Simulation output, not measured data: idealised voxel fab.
Name of the process module below: voxel wiring stack
Square cells of 5 nm make up the cross-section cut, whose width is 225 nm.
For the purposes of this document, a cross-section shall be understood as a grid of square cells, specified as bands listed in top-to-bottom order, each band consisting of one or more rows of cells. First you get the band's top height and its bottom height, in nm, and then the materials it's made of, left to right, with each width in nm. If you see a single material with "edge to edge", that one covers the band edge to edge. "air" is empty space. Note: height 0 marks the level under which the wafer is uniformly one material as received. Lowest band unbounded below, written "0 and below". Read "30..40" as a graded width: first number on top, second number at the bottom, same change between each pair of neighbouring rows. "remains unaltered" after a step means that no cell of the cross-section changed. "Internal closed voids" specifies each empty space that is not open to the top and that occupies no fewer than 8 cells, using the form width x height at distance, the distance measured from the left edge and all three quantities in nm. after a step's settings: what the simulator itself notes on the step. The line of a step may include "overlay nm". On a step with a mask, this value is how far to the right of its planned place the mask lay. A negative value means the mask lay to the left.
### plan
1) RECEIVE [material Si]
2) CONFORMAL_DEP [material SiO2] [thk nm 15]
3) CONFORMAL_DEP [material SiN] [thk nm 5]
4) DIRECTIONAL_DEP [material lowk] [thk nm 25]
5) MASKED_ETCH [tone open] [mask id METAL_1] [width nm 20] [pitch nm 35] [etch materials lowk] [depth nm 25] [overlay nm 0]
6) MASKED_ETCH [tone open] [mask id METAL_1] [width nm 20] [pitch nm 35] [etch materials SiN] [depth nm 5] [overlay nm 0]
7) CONFORMAL_DEP [material TiN] [thk nm 5]
8) FILL_DEP [material Cu] [thk nm 5]
9) CMP [height nm 45]
10) CONFORMAL_DEP [material SiCN] [thk nm 5]
11) DIRECTIONAL_DEP [material lowk] [thk nm 20]
12) DIRECTIONAL_DEP [material aC] [thk nm 15]
13) PATTERN [tone open] [mask id PLUG_1] [material resist] [width nm 15] [pitch nm 35] [thk nm 35] [overlay nm 0]
14) DIRECTIONAL_ETCH [etch materials aC] [depth nm 15]
15) STRIP [etch materials resist]
16) DIRECTIONAL_ETCH [etch materials lowk] [depth nm 20]
17) DIRECTIONAL_ETCH [etch materials SiCN] [depth nm 5]
18) STRIP [etch materials aC]
19) EPI [material Ru] [thk nm 10]
20) EPI [material Ru] [thk nm 10]
21) EPI [material Ru] [thk nm 5]
22) DIRECTIONAL_DEP [material TiN] [thk nm 5]
23) DIRECTIONAL_DEP [material W] [thk nm 25]
24) MASKED_ETCH [tone cover] [mask id METAL_2] [width nm 20] [pitch nm 35] [etch materials W] [depth nm 25] [overlay nm 0]
25) MASKED_ETCH [tone cover] [mask id METAL_2] [width nm 20] [pitch nm 35] [etch materials TiN] [depth nm 5] [overlay nm 0]
26) CONFORMAL_DEP [material SiCN] [thk nm 5]
27) FILL_DEP [material SiO2] [thk nm 10]
28) CMP [height nm 100]
29) CONFORMAL_DEP [material SiCN] [thk nm 5]
30) DIRECTIONAL_DEP [material SiO2] [thk nm 35]
31) MASKED_ETCH [tone open] [mask id METAL_3_HOLES] [width nm 15] [pitch nm 35] [etch materials SiO2] [depth nm 35] [overlay nm 0]
32) PATTERN [tone open] [mask id METAL_3] [material resist] [width nm 20] [pitch nm 35] [thk nm 15] [overlay nm 0]
33) DIRECTIONAL_ETCH [etch materials SiO2] [depth nm 20]
34) DIRECTIONAL_ETCH [etch materials SiCN] [depth nm 5]
35) STRIP [etch materials resist]
36) CONFORMAL_DEP [material TiN] [thk nm 5]
37) FILL_DEP [material Cu] [thk nm 5]
38) CMP [height nm 140]
39) CONFORMAL_DEP [material SiCN] [thk nm 5]
40) DIRECTIONAL_DEP [material lowk] [thk nm 15]
41) DIRECTIONAL_DEP [material aC] [thk nm 10]
42) PATTERN [tone open] [mask id PLUG_3] [material resist] [width nm 15] [pitch nm 35] [thk nm 30] [overlay nm 0]
43) DIRECTIONAL_ETCH [etch materials aC] [depth nm 10]
44) STRIP [etch materials resist]
45) DIRECTIONAL_ETCH [etch materials lowk] [depth nm 15]
46) DIRECTIONAL_ETCH [etch materials SiCN] [depth nm 5]
47) STRIP [etch materials aC]
48) EPI [material Ru] [thk nm 10]
49) EPI [material Ru] [thk nm 10]
50) CONFORMAL_DEP [material SiCN] [thk nm 5]
51) DIRECTIONAL_DEP [material lowk] [thk nm 20]
52) PATTERN [tone open] [mask id METAL_4] [material resist] [width nm 20] [pitch nm 35] [thk nm 15] [overlay nm 0]
53) DIRECTIONAL_ETCH [etch materials lowk] [depth nm 20]
54) DIRECTIONAL_ETCH [etch materials SiCN] [depth nm 5]
55) STRIP [etch materials resist]
56) CONFORMAL_DEP [material TiN] [thk nm 5]
57) FILL_DEP [material Cu] [thk nm 5]
58) CMP [height nm 185]
59) CONFORMAL_DEP [material SiN] [thk nm 5]
### Shown in cross-section is the wafer as received, that is, as it stands after step 1
- 0 and below | Si edge to edge
- Internal closed voids: none
### a wafer at the end: this start, this plan, one mistake
- 190 down to 185 | SiN edge to edge
- 185 down to 165 | lowk 50, TiN 5, Cu 10, TiN 5, lowk 15, TiN 5, Cu 10, TiN 5, lowk 15, TiN 5, Cu 10, TiN 5, lowk 15, TiN 5, Cu 10, TiN 5, lowk 50
- 165 down to 160 | SiCN 50, TiN 20, SiCN 15, TiN 20, SiCN 15, TiN 20, SiCN 15, TiN 20, SiCN 50
- 160 down to 145 | lowk 50, Ru 15, lowk 20, Ru 15, lowk 20, Ru 15, lowk 20, Ru 15, lowk 55
- 145 down to 140 | SiCN 50, Ru 15, SiCN 20, Ru 15, SiCN 20, Ru 15, SiCN 20, Ru 15, SiCN 55
- 140 down to 125 | SiO2 50, TiN 5, Cu 10, TiN 5, SiO2 15, TiN 5, Cu 10, TiN 5, SiO2 15, TiN 5, Cu 10, TiN 5, SiO2 15, TiN 5, Cu 10, TiN 5, SiO2 50
- 125 down to 120 | SiO2 50, TiN 5, Cu 5, TiN 10, SiO2 15, TiN 5, Cu 5, TiN 10, SiO2 15, TiN 5, Cu 5, TiN 10, SiO2 15, TiN 5, Cu 5, TiN 10, SiO2 50
- 120 down to 110 | SiO2 50, TiN 5, Cu 5, TiN 5, SiO2 20, TiN 5, Cu 5, TiN 5, SiO2 20, TiN 5, Cu 5, TiN 5, SiO2 20, TiN 5, Cu 5, TiN 5, SiO2 55
- 110 down to 105 | SiO2 50, TiN 15, SiO2 20, TiN 15, SiO2 20, TiN 15, SiO2 20, TiN 15, SiO2 55
- 105 down to 100 | SiCN 55, TiN 10, SiCN 25, TiN 10, SiCN 25, TiN 10, SiCN 25, TiN 10, SiCN 55
- 100 down to 75 | SiO2 45, SiCN 5, W 20, SiCN 5, SiO2 5, SiCN 5, W 20, SiCN 5, SiO2 5, SiCN 5, W 20, SiCN 5, SiO2 5, SiCN 5, W 20, SiCN 5, SiO2 45
- 75 down to 70 | SiCN 50, TiN 20, SiCN 15, TiN 20, SiCN 15, TiN 20, SiCN 15, TiN 20, SiCN 50
- 70 down to 50 | lowk 50, Ru 15, lowk 20, Ru 15, lowk 20, Ru 15, lowk 20, Ru 15, lowk 55
- 50 down to 45 | SiCN 50, Ru 15, SiCN 20, Ru 15, SiCN 20, Ru 15, SiCN 20, Ru 15, SiCN 55
- 45 down to 20 | lowk 50, TiN 5, Cu 10, TiN 5, lowk 15, TiN 5, Cu 10, TiN 5, lowk 15, TiN 5, Cu 10, TiN 5, lowk 15, TiN 5, Cu 10, TiN 5, lowk 50
- 20 down to 15 | SiN 50, TiN 20, SiN 15, TiN 20, SiN 15, TiN 20, SiN 15, TiN 20, SiN 50
- 15 down to 0 | SiO2 edge to edge
- 0 and below | Si edge to edge
- Internal closed voids: none
Which mistake was made when the wafer was run? step 32 changed vs plan, executed as PATTERN [tone open] [mask id METAL_3] [material resist] [width nm 15] [pitch nm 35] [thk nm 15] [overlay nm 0]
